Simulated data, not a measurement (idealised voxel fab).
Process module name: voxel gate over fins
Cross-section cut spans 210 nm and uses square cells 5 nm in size.
For the purposes of this document, a cross-section shall be understood as a grid of square cells, specified as bands listed in top-to-bottom order, each band consisting of one or more rows of cells.
For a band, the entry starts with two heights in nm, that of the top and then that of the bottom, and carries on with the band's materials in order from left to right, each alongside its width in nm; the word "all across" beside a single material means it fills the band edge to edge, and "blank" means empty space.
Zero point of the height axis is 0; under it, received wafer = one material. Lowest band: continues down indefinitely, "0..down".
When a width is written as two numbers, as in "30 to 40", the first number is the width in the top row of cells of the band and the second is the width in its bottom row, and the width changes by the same amount from each row to the next.
Step marked "nothing was modified"? Then no cell in the cross-section changed in it.
Enclosed voids (no open way to top), threshold 8 cells or more, entry "Fully enclosed voids", notation width x height at distance, distance from left edge, nm.
If you see something after the settings on a step's line, that's the simulator's own remark about that step.
A step's line can hold "overlay nm"; with a mask on that step, the setting says how far right of the planned place the mask lay, while a negative setting says it lay to the left.

### So here's the lineup of process steps we planned
1: RECEIVE, material Si
2: CONFORMAL_DEP, material SiN, thk nm 10
3: DIRECTIONAL_DEP, material aC, thk nm 15
4: PATTERN, tone cover, mask id FINS, material resist, width nm 15, pitch nm 45, thk nm 35, overlay nm 0
5: DIRECTIONAL_ETCH, etch materials aC, depth nm 15
6: STRIP, etch materials resist
7: DIRECTIONAL_ETCH, etch materials SiN, depth nm 10
8: DIRECTIONAL_ETCH, etch materials Si, depth nm 35
9: STRIP, etch materials aC
10: FILL_DEP, material SiO2, thk nm 15
11: CMP, height nm 10
12: SELECTIVE_ETCH, etch materials SiO2, depth nm 25
13: STRIP, etch materials SiN
14: CONFORMAL_DEP, material HfO2, thk nm 5
15: CONFORMAL_DEP, material TiN, thk nm 5
16: CONFORMAL_DEP, material TiAl, thk nm 5
17: CONFORMAL_DEP, material TiN, thk nm 5
18: FILL_DEP, material W, thk nm 10
19: CMP, height nm 25
20: CONFORMAL_DEP, material SiCN, thk nm 5

### This is the cross-section of the wafer as we received it, i.e. after step 1
    0..down: Si all across
    Fully enclosed voids: none

### Post-module cross-section: identical start and plan to those above, one misstep in execution
    30..25: SiCN all across
    25..20: W all across
    20..15: W 25 nm; TiN 145 nm; W 40 nm
    15..10: W 25 nm; TiN 5 nm; TiAl 135 nm; TiN 5 nm; W 40 nm
    10..5: W 25 nm; TiN 5 nm; TiAl 5 nm; TiN 35 nm; TiAl 10 nm; TiN 35 nm; TiAl 10 nm; TiN 35 nm; TiAl 5 nm; TiN 5 nm; W 40 nm
    5..0: TiN 30 nm; TiAl 5 nm; TiN 5 nm; HfO2 25 nm; TiN 5 nm; TiAl 10 nm; TiN 5 nm; HfO2 25 nm; TiN 5 nm; TiAl 10 nm; TiN 5 nm; HfO2 25 nm; TiN 5 nm; TiAl 5 nm; TiN 45 nm
    0..-5: TiAl 35 nm; TiN 5 nm; HfO2 5 nm; Si 15 nm; HfO2 5 nm; TiN 5 nm; TiAl 10 nm; TiN 5 nm; HfO2 5 nm; Si 15 nm; HfO2 5 nm; TiN 5 nm; TiAl 10 nm; TiN 5 nm; HfO2 5 nm; Si 15 nm; HfO2 5 nm; TiN 5 nm; TiAl 50 nm
    -5..-10: TiN 40 nm; HfO2 5 nm; Si 15 nm; HfO2 5 nm; TiN 20 nm; HfO2 5 nm; Si 15 nm; HfO2 5 nm; TiN 20 nm; HfO2 5 nm; Si 15 nm; HfO2 5 nm; TiN 55 nm
    -10..-15: HfO2 45 nm; Si 15 nm; HfO2 30 nm; Si 15 nm; HfO2 30 nm; Si 15 nm; HfO2 60 nm
    -15..-35: SiO2 45 nm; Si 15 nm; SiO2 30 nm; Si 15 nm; SiO2 30 nm; Si 15 nm; SiO2 60 nm
    -35..down: Si all across
    Fully enclosed voids: none
Heads up, the wafer didn't run the way we planned it: contrary to plan, step 4 was performed as PATTERN, tone cover, mask id FINS, material resist, width nm 15, pitch nm 45, thk nm 35, overlay nm -5
